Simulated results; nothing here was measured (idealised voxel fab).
The name of this process module is voxel spacer lines.
Pictured: cross-section cut, 205 nm wide, on a grid of 5 nm square cells.
Throughout this document, each cross-section is represented as a grid of square cells and is presented as a sequence of bands enumerated from the top downward, where a band comprises one or more rows of cells. A band entry consists of two parts. The first gives the height of the band's top and the height of its bottom, in nm. The rest lists the band's materials from left to right, each with its width in nm. A single material labelled with the word "everywhere" fills the band from edge to edge, and the word "empty" marks empty space. Heights are measured from 0, the level below which the as-received wafer is all one material; the lowest band has no bottom and continues downward, written as in "z 0 and below". Width: "30..40" (first number = top row, second number = bottom row, same change from row to row of cells). Where the words "same as before" appear for a step, the cross-section shows no cell changed by that step; every cell remained as before. Entry "Voids, sealed". Content: empty spaces with no open connection to the top, size 8 cells or greater. Each: width x height at distance. Distance: from left edge. Unit: nm. Step line, after settings: the simulator's comment on this step. overlay nm, on a step with a mask: how far to the right of its planned place the mask lay; to the left if negative.
The following list gives the planned process steps
1 RECEIVE (material Si)
2 CONFORMAL_DEP (material Al2O3; thk nm 10)
3 DIRECTIONAL_DEP (material SiN; thk nm 20)
4 DIRECTIONAL_DEP (material polySi; thk nm 20)
5 PATTERN (tone cover; mask id MANDREL; material resist; width nm 20; pitch nm 70; thk nm 30; overlay nm 0)
6 DIRECTIONAL_ETCH (etch materials polySi; depth nm 20)
7 STRIP (etch materials resist)
8 CONFORMAL_DEP (material SiO2; thk nm 15)
9 DIRECTIONAL_ETCH (etch materials SiO2; depth nm 15)
10 STRIP (etch materials polySi)
11 DIRECTIONAL_ETCH (etch materials SiN; depth nm 20)
12 STRIP (etch materials SiO2)
Cross-section of the wafer at receipt, which is the condition after step 1
    z 0 and below = Si everywhere
    Voids, sealed: none
Cross-section at module end, one run error; start and plan unchanged from above
    z 30 to 10 = empty: 15 | SiN: 5 | empty: 20 | SiN: 5 | empty: 40 | SiN: 5 | empty: 20 | SiN: 5 | empty: 40 | SiN: 5 | empty: 20 | SiN: 5 | empty: 20
    z 10 to 0 = Al2O3 everywhere
    z 0 and below = Si everywhere
    Voids, sealed: none
Error vs. plan: step 8 ran with different settings than intended, the actual operation and settings being CONFORMAL_DEP (material SiO2; thk nm 5)
